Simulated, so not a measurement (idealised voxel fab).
Process module, titled voxel trench capacitor
The cross-section on display is named cut; it measures 150 nm wide, and its cells are 5 nm squares.
We lay out every cross-section as a grid of square cells and spell it out in bands from the top down, where one band means one or more rows of cells.
It is stipulated that each band's entry specify, in nanometres, the height of the top of the band and then that of its bottom, followed by the materials of the band in left-to-right sequence, each together with its width in nanometres. A single material marked by the word "full width" is understood to fill the band from edge to edge; the word "blank" is understood to denote empty space.
Ref level 0: as-received wafer is one material below here. Bottom band extends down with no lower bound ("top 0, no bottom").
It should be noted that a width expressed as "30..40" varies in equal increments from row to row of cells within the band, taking the value of the first number at the top row and that of the second number at the bottom row.
The designation "nothing was modified", where it is given for a processing step, indicates that no cell of the cross-section was altered in the course of that step.
Basically, "Voids, sealed" tells you about the enclosed voids: empty spaces with no open way to the top, 8 cells or bigger, each written width x height at distance, where distance is from the left edge, all in nm.
Formally, on a step line, whatever follows the settings is a remark that the simulator itself makes on the step.
On any step carrying a mask, the "overlay nm" setting, if present on the step's line, tells how far right of its planned place the mask lay; negative values point to the left.

Below is the list of planned process steps
1 RECEIVE: material Si
2 CONFORMAL_DEP: material SiN, thk nm 5
3 PATTERN: tone open, mask id TRENCH, material resist, width nm 20, pitch nm 40, thk nm 15, overlay nm 0
4 DIRECTIONAL_ETCH: etch materials SiN, depth nm 5
5 DIRECTIONAL_ETCH: etch materials Si, depth nm 35
6 STRIP: etch materials resist
7 CONFORMAL_DEP: material SiO2, thk nm 5
8 FILL_DEP: material polySi, thk nm 5
9 CMP: height nm 5

As received, after step 1
* top 0, no bottom = Si full width
* Voids, sealed: none

Same starting wafer, same plan as above, one mistake in the execution; this is the cross-section at the end of the module
* top 5, bottom 0 = 25 of SiN | 5 of SiO2 | 10 of polySi | 5 of SiO2 | 20 of SiN | 5 of SiO2 | 10 of polySi | 5 of SiO2 | 20 of SiN | 5 of SiO2 | 10 of polySi | 5 of SiO2 | 25 of SiN
* top 0, bottom -25 = 25 of Si | 5 of SiO2 | 10 of polySi | 5 of SiO2 | 20 of Si | 5 of SiO2 | 10 of polySi | 5 of SiO2 | 20 of Si | 5 of SiO2 | 10 of polySi | 5 of SiO2 | 25 of Si
* top -25, bottom -30 = 25 of Si | 20 of SiO2 | 20 of Si | 20 of SiO2 | 20 of Si | 20 of SiO2 | 25 of Si
* top -30, no bottom = Si full width
* Voids, sealed: none
Misprocessing identified: step 5 changed vs plan, executed as DIRECTIONAL_ETCH: etch materials Si, depth nm 30
